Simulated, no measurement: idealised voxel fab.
This section sets out a process module, namely voxel transistor to metal.
It is cross-section cut that appears here, measuring 180 nm in width, its square cells being 5 nm in size.
Heads up, the way a cross-section reads in here is a grid of square cells, handed over as bands from the top down, with every band being one or more rows of cells. This entry defines a band. It first specifies the height of the band's top and the height of its bottom in nm, and then specifies the band's materials from left to right, stating each material with its width in nm. The word "all across" identifies a single material that fills the band from edge to edge, while the word "empty" identifies empty space. The level at which height equals 0 is the one under which the wafer, as it arrives, is entirely one material. No lower edge exists for the bottom band, which continues downward and is notated as in "0 down". Think of "30->40" as a width that walks from the first number to the second as you go down the band, top row to bottom row, taking equal-sized steps from row to row. The cross-section has no changed cell in any step marked "nothing was modified". "Unvented voids": empty spaces of 8 cells or more with no open way to the top, each given as width x height at distance, distance from the left edge, all in nm. Note: text after step settings on the step line = simulator remark on that step. overlay nm: for a step with a mask, the amount by which the mask lay right of where it was planned; a negative amount means left of it.
## The steps planned for the process are as follows
- 1: RECEIVE,material Si
- 2: CONFORMAL_DEP,material SiO2,thk nm 5
- 3: CONFORMAL_DEP,material SiN,thk nm 15
- 4: MASKED_ETCH,tone cover,mask id ACTIVE,width nm 100,etch materials SiN,depth nm 15,overlay nm 0
- 5: MASKED_ETCH,tone cover,mask id ACTIVE,width nm 100,etch materials SiO2,depth nm 5,overlay nm 0
- 6: MASKED_ETCH,tone cover,mask id ACTIVE,width nm 100,etch materials Si,depth nm 20,overlay nm 0
- 7: OXIDIZE,depth nm 5
- 8: FILL_DEP,material SiO2,thk nm 10
- 9: CMP,height nm 20
- 10: SELECTIVE_ETCH,etch materials SiO2,depth nm 10
- 11: STRIP,etch materials SiN
- 12: SELECTIVE_ETCH,etch materials SiO2,depth nm 5
- 13: OXIDIZE,depth nm 5
- 14: DIRECTIONAL_DEP,material polySi,thk nm 25
- 15: DIRECTIONAL_DEP,material SiCN,thk nm 10
- 16: DIRECTIONAL_DEP,material aC,thk nm 10
- 17: PATTERN,tone cover,mask id GATE,material resist,width nm 20,thk nm 30,overlay nm 0
- 18: DIRECTIONAL_ETCH,etch materials aC,depth nm 10
- 19: STRIP,etch materials resist
- 20: DIRECTIONAL_ETCH,etch materials SiCN,depth nm 20
- 21: DIRECTIONAL_ETCH,etch materials polySi,depth nm 35
- 22: STRIP,etch materials aC
- 23: CONFORMAL_DEP,material SiN,thk nm 10
- 24: DIRECTIONAL_ETCH,etch materials SiN,depth nm 10
- 25: DIRECTIONAL_ETCH,etch materials SiO2,depth nm 5
- 26: DIRECTIONAL_ETCH,etch materials Si,depth nm 10
- 27: EPI,material nSi,thk nm 10
- 28: FILL_DEP,material SiO2,thk nm 5
- 29: CMP,height nm 35
- 30: DIRECTIONAL_DEP,material SiO2,thk nm 15
- 31: MASKED_ETCH,tone open,mask id CONTACT,width nm 20,pitch nm 70,etch materials SiO2,depth nm 55,overlay nm 0
- 32: CONFORMAL_DEP,material TiN,thk nm 5
- 33: FILL_DEP,material W,thk nm 5
- 34: CMP,height nm 50
- 35: DIRECTIONAL_DEP,material TiN,thk nm 5
- 36: DIRECTIONAL_DEP,material Ru,thk nm 20
- 37: MASKED_ETCH,tone cover,mask id METAL_1,width nm 20,pitch nm 70,etch materials Ru,depth nm 20,overlay nm 0
- 38: MASKED_ETCH,tone cover,mask id METAL_1,width nm 20,pitch nm 70,etch materials TiN,depth nm 5,overlay nm 0
- 39: FILL_DEP,material lowk,thk nm 10
- 40: CMP,height nm 75
- 41: CONFORMAL_DEP,material SiCN,thk nm 5
- 42: DIRECTIONAL_DEP,material lowk,thk nm 30
- 43: DIRECTIONAL_DEP,material aC,thk nm 10
- 44: PATTERN,tone open,mask id METAL_2_HOLES,material resist,width nm 15,pitch nm 70,thk nm 30,overlay nm 0
- 45: DIRECTIONAL_ETCH,etch materials aC,depth nm 10
- 46: STRIP,etch materials resist
- 47: DIRECTIONAL_ETCH,etch materials lowk,depth nm 30
- 48: STRIP,etch materials aC
- 49: PATTERN,tone open,mask id METAL_2,material resist,width nm 20,pitch nm 70,thk nm 20,overlay nm 0
- 50: DIRECTIONAL_ETCH,etch materials lowk,depth nm 15
- 51: DIRECTIONAL_ETCH,etch materials SiCN,depth nm 5
- 52: STRIP,etch materials resist
- 53: CONFORMAL_DEP,material TiN,thk nm 5
- 54: FILL_DEP,material Ru,thk nm 5
- 55: CMP,height nm 110
- 56: CONFORMAL_DEP,material SiN,thk nm 5
## Cross-section of the wafer as it came to us, i.e., already through step 1
0 down = Si all across
Unvented voids: none
## a wafer at the end: this start, this plan, one mistake
115 to 110 = SiN all across
110 to 100 = lowk=45, then TiN=5, then Ru=10, then TiN=5, then lowk=50, then TiN=5, then Ru=10, then TiN=5, then lowk=45
100 to 95 = lowk=45, then TiN=5, then Ru=5, then TiN=10, then lowk=50, then TiN=5, then Ru=5, then TiN=10, then lowk=45
95 to 80 = lowk=45, then TiN=5, then Ru=5, then TiN=5, then lowk=55, then TiN=5, then Ru=5, then TiN=5, then lowk=50
80 to 75 = SiCN=45, then TiN=15, then SiCN=55, then TiN=15, then SiCN=50
75 to 55 = lowk=45, then Ru=20, then lowk=50, then Ru=20, then lowk=45
55 to 50 = lowk=45, then TiN=20, then lowk=50, then TiN=20, then lowk=45
50 to 35 = SiO2=45, then TiN=5, then W=10, then TiN=5, then SiO2=50, then TiN=5, then W=10, then TiN=5, then SiO2=45
35 to 25 = SiO2=45, then TiN=5, then W=10, then TiN=5, then SiO2=5, then SiN=10, then SiCN=20, then SiN=10, then SiO2=5, then TiN=5, then W=10, then TiN=5, then SiO2=45
25 to 10 = SiO2=45, then TiN=5, then W=10, then TiN=5, then SiO2=5, then SiN=10, then polySi=20, then SiN=10, then SiO2=5, then TiN=5, then W=10, then TiN=5, then SiO2=45
10 to 5 = SiO2=45, then TiN=5, then W=5, then TiN=10, then SiO2=5, then SiN=10, then polySi=20, then SiN=10, then SiO2=5, then TiN=20, then SiO2=45
5 to 0 = SiO2=30, then SiN=10, then SiO2=5, then TiN=5, then W=5, then TiN=5, then nSi=10, then SiN=10, then polySi=20, then SiN=10, then nSi=20, then SiN=10, then SiO2=40
0 to -5 = SiO2=45, then TiN=15, then nSi=10, then SiO2=40, then nSi=20, then SiO2=50
-5 to -15 = SiO2=40, then nSi=30, then Si=40, then nSi=20, then Si=5, then SiO2=45
-15 to -25 = SiO2=40, then Si=95, then SiO2=45
-25 down = Si all across
Unvented voids: none
Run error: contrary to plan, step 4 was performed as MASKED_ETCH,tone cover,mask id ACTIVE,width nm 100,etch materials SiN,depth nm 15,overlay nm -5
